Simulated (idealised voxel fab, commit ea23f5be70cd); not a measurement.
process module | voxel capacitor over wiring
cross-section cut | 245 nm wide | cells 5 nm
A cross-section is a grid of square cells, given in bands from the top down. A band is one or more rows of cells.
Each band's line starts with the height of the band's top and of its bottom, in nm. Then come its materials from left to right, each with its width in nm. One material with "throughout" fills the band from edge to edge. "air" is empty space.
Height 0 is the level under which the wafer as received is all one material. The lowest band goes on downwards, as in "0 down".
A width such as "30 to 40" changes by the same amount from each row of cells to the next, from the band's top row to its bottom row.
"no change" after a step means that no cell of the cross-section changed.
closed voids: empty space of 8 cells or more with no open way to the top, each as width x height at its distance from the left edge, in nm
after a step's settings: what the simulator itself notes on the step
overlay nm, on a step with a mask: how far to the right of its planned place the mask lay; to the left if negative
plan
1 op RECEIVE | material Si
2 op CONFORMAL_DEP | material SiO2 | thk nm 10
3 op CONFORMAL_DEP | material SiN | thk nm 5
4 op DIRECTIONAL_DEP | material SiO2 | thk nm 15
5 op PATTERN | tone open | mask id METAL_1 | material resist | width nm 30 | pitch nm 95 | thk nm 20 | overlay nm 0
6 op DIRECTIONAL_ETCH | etch materials SiO2 | depth nm 15
7 op DIRECTIONAL_ETCH | etch materials SiN | depth nm 5
8 op STRIP | etch materials resist
9 op CONFORMAL_DEP | material TiN | thk nm 5
10 op FILL_DEP | material W | thk nm 5
11 op CMP | height nm 30
12 op EPI | material Ru | thk nm 5
13 op FILL_DEP | material SiCN | thk nm 5
14 op DIRECTIONAL_DEP | material lowk | thk nm 20
15 op DIRECTIONAL_DEP | material aC | thk nm 10
16 op PATTERN | tone open | mask id PLUG_1 | material resist | width nm 15 | thk nm 30 | overlay nm 0
17 op DIRECTIONAL_ETCH | etch materials aC | depth nm 10
18 op STRIP | etch materials resist
19 op DIRECTIONAL_ETCH | etch materials lowk | depth nm 20
20 op DIRECTIONAL_ETCH | etch materials SiCN | depth nm 5
21 op STRIP | etch materials aC
22 op EPI | material Ru | thk nm 10
23 op EPI | material Ru | thk nm 10
24 op EPI | material Ru | thk nm 5
25 op DIRECTIONAL_DEP | material TiN | thk nm 5
26 op DIRECTIONAL_DEP | material Al2O3 | thk nm 5
27 op DIRECTIONAL_DEP | material TiN | thk nm 5
28 op PATTERN | tone cover | mask id UPPER_PLATE | material resist | width nm 70 | thk nm 20 | overlay nm 0
29 op DIRECTIONAL_ETCH | etch materials TiN | depth nm 5
30 op DIRECTIONAL_ETCH | etch materials Al2O3 | depth nm 5
31 op STRIP | etch materials resist
32 op DIRECTIONAL_DEP | material aC | thk nm 10
33 op PATTERN | tone cover | mask id LOWER_PLATE | material resist | width nm 80 | thk nm 30 | overlay nm 0
34 op DIRECTIONAL_ETCH | etch materials aC | depth nm 10
35 op STRIP | etch materials resist
36 op DIRECTIONAL_ETCH | etch materials TiN | depth nm 5
37 op STRIP | etch materials aC
38 op FILL_DEP | material SiO2 | thk nm 15
39 op CMP | height nm 85
40 op PATTERN | tone open | mask id PLUG_2 | material resist | width nm 15 | thk nm 15 | overlay nm 0
41 op DIRECTIONAL_ETCH | etch materials SiO2 | depth nm 10
42 op STRIP | etch materials resist
43 op CONFORMAL_DEP | material TiN | thk nm 5
44 op FILL_DEP | material Cu | thk nm 5
45 op CMP | height nm 85
46 op CONFORMAL_DEP | material SiCN | thk nm 5
as received, after step 1
  0 down: Si throughout
  closed voids: none
first wafer at the end, as planned
  90 to 85: SiCN throughout
  85 to 80: SiO2 85 | TiN 5 | Cu 5 | TiN 5 | SiO2 145
  80 to 70: SiO2 85 to 75 | TiN 15 to 70 | SiO2 145 to 100
  70 to 65: SiO2 75 | Al2O3 70 | SiO2 100
  65 to 60: SiO2 70 | TiN 80 | SiO2 95
  60 to 40: lowk 75 | Ru 15 | lowk 155
  40 to 35: SiCN 75 | Ru 15 | SiCN 155
  35 to 30: SiCN 55 | Ru 40 | SiCN 55 | Ru 40 | SiCN 55
  30 to 15: SiO2 60 | TiN 5 | W 20 | TiN 5 | SiO2 65 | TiN 5 | W 20 | TiN 5 | SiO2 60
  15 to 10: SiN 60 | TiN 30 | SiN 65 | TiN 30 | SiN 60
  10 to 0: SiO2 throughout
  0 down: Si throughout
  closed voids: none
second wafer at the end: like start, like plan, one mistake
  90 to 85: SiCN throughout
  85 to 80: SiO2 70 | TiN 5 | SiO2 10 | TiN 65 | SiO2 95
  80 to 75: lowk 75 | SiO2 10 | TiN 5 | lowk 155
  75 to 70: lowk 75 | TiN 15 | lowk 155
  70 to 65: lowk 75 | Al2O3 15 | lowk 155
  65 to 60: lowk 75 | TiN 15 | lowk 155
  60 to 40: lowk throughout
  40 to 35: SiCN throughout
  35 to 30: SiCN 55 | Ru 40 | SiCN 55 | Ru 40 | SiCN 55
  30 to 15: SiO2 60 | TiN 5 | W 20 | TiN 5 | SiO2 65 | TiN 5 | W 20 | TiN 5 | SiO2 60
  15 to 10: SiN 60 | TiN 30 | SiN 65 | TiN 30 | SiN 60
  10 to 0: SiO2 throughout
  0 down: Si throughout
  closed voids: none
what went wrong: step 14 was run twice
at the end the second wafer has, in cells: 11 fewer of Al2O3 | 1 fewer of Cu | 15 fewer of Ru | 3 more of SiCN | 158 fewer of SiO2 | 14 fewer of TiN | 196 more of lowk
